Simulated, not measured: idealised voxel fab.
Process module, titled voxel self aligned contacts
Xsec cut, 170 nm wide, square cell size 5 nm.
Cross-section = grid of square cells, listed top down in bands; band = one or more rows.
Heights first: top, then bottom, in nm. Then materials, left to right, each with a width in nm. "full width" on a single material: fills the band edge to edge. "blank": empty space.
Basically, 0 is our baseline, since under it the wafer straight out of the box is all one material. The bottom band has no lower end and keeps on going down, so it looks like "0 nm and below".
A width such as "30 to 40" changes by the same amount from each row of cells to the next, from the band's top row to its bottom row.
Take "identical to before" at face value: in the step it is given for, the cross-section changed in none of its cells.
The list in "Sealed internal cavities" covers empty spaces of 8 cells or more that cannot reach the top through any open way, and it gives each as width x height at distance; the distance is from the left edge, and width, height and distance are in nm.
Where a step's line continues beyond its settings, the continuation is a remark by the simulator itself on that step.
When a step includes a mask, the "overlay nm" setting on its line states how far to the right of its planned place that mask lay, and negative values state how far to the left.
Steps in the process plan
1: RECEIVE, material Si
2: CONFORMAL_DEP, material SiO2, thk nm 5
3: DIRECTIONAL_DEP, material polySi, thk nm 30
4: DIRECTIONAL_DEP, material SiN, thk nm 15
5: DIRECTIONAL_DEP, material aC, thk nm 10
6: PATTERN, tone cover, mask id GATE, material resist, width nm 25, pitch nm 55, thk nm 30, overlay nm 0
7: DIRECTIONAL_ETCH, etch materials aC, depth nm 10
8: STRIP, etch materials resist
9: DIRECTIONAL_ETCH, etch materials SiN, depth nm 15
10: DIRECTIONAL_ETCH, etch materials polySi, depth nm 30
11: STRIP, etch materials aC
12: CONFORMAL_DEP, material SiN, thk nm 5
13: DIRECTIONAL_ETCH, etch materials SiN, depth nm 5
14: FILL_DEP, material SiO2, thk nm 20
15: CMP, height nm 60
16: MASKED_ETCH, tone open, mask id CONTACT, width nm 40, pitch nm 55, etch materials SiO2, depth nm 60, overlay nm 0
17: CONFORMAL_DEP, material TiN, thk nm 5
18: FILL_DEP, material W, thk nm 10
19: CMP, height nm 60
20: CONFORMAL_DEP, material SiCN, thk nm 5
Wafer cross-section on receipt, i.e. after step 1
    0 nm and below = Si full width
    Sealed internal cavities: none
Module complete - cross-section of the first of two wafers, run according to plan
    65 nm to 60 nm = SiCN full width
    60 nm to 50 nm = SiO2 35 nm / TiN 5 to 15 nm / W 30 to 10 nm / TiN 5 to 15 nm / SiO2 15 nm / TiN 5 to 15 nm / W 30 to 10 nm / TiN 5 to 15 nm / SiO2 40 nm
    50 nm to 35 nm = SiO2 10 nm / SiN 35 nm / TiN 5 nm / W 10 nm / TiN 5 nm / SiN 35 nm / TiN 5 nm / W 10 nm / TiN 5 nm / SiN 35 nm / SiO2 15 nm
    35 nm to 5 nm = SiO2 10 nm / SiN 5 nm / polySi 25 nm / SiN 5 nm / TiN 5 nm / W 10 nm / TiN 5 nm / SiN 5 nm / polySi 25 nm / SiN 5 nm / TiN 5 nm / W 10 nm / TiN 5 nm / SiN 5 nm / polySi 25 nm / SiN 5 nm / SiO2 15 nm
    5 nm to 0 nm = SiO2 45 nm / TiN 20 nm / SiO2 35 nm / TiN 20 nm / SiO2 50 nm
    0 nm and below = Si full width
    Sealed internal cavities: none
End-of-module cross-section of the second wafer: identical starting point and process plan to the first, with one processing mistake
    65 nm to 60 nm = SiCN full width
    60 nm to 50 nm = SiO2 40 nm / TiN 5 to 10 nm / W 30 to 10 nm / TiN 5 to 20 nm / SiO2 15 nm / TiN 5 to 10 nm / W 30 to 10 nm / TiN 5 to 20 nm / SiO2 35 nm
    50 nm to 35 nm = SiO2 10 nm / SiN 35 nm / TiN 5 nm / W 10 nm / TiN 5 nm / SiN 35 nm / TiN 5 nm / W 10 nm / TiN 5 nm / SiN 35 nm / SiO2 15 nm
    35 nm to 5 nm = SiO2 10 nm / SiN 5 nm / polySi 25 nm / SiN 5 nm / TiN 5 nm / W 10 nm / TiN 5 nm / SiN 5 nm / polySi 25 nm / SiN 5 nm / TiN 5 nm / W 10 nm / TiN 5 nm / SiN 5 nm / polySi 25 nm / SiN 5 nm / SiO2 15 nm
    5 nm to 0 nm = SiO2 45 nm / TiN 20 nm / SiO2 35 nm / TiN 20 nm / SiO2 50 nm
    0 nm and below = Si full width
    Sealed internal cavities: none
In executing the process, a mistake was made relative to the plan: step 16 changed vs plan, executed as MASKED_ETCH, tone open, mask id CONTACT, width nm 40, pitch nm 55, etch materials SiO2, depth nm 60, overlay nm 5
In the final comparison it is observed that the number of cells assigned to each material is identical for the two wafers, whereas their placement is not.
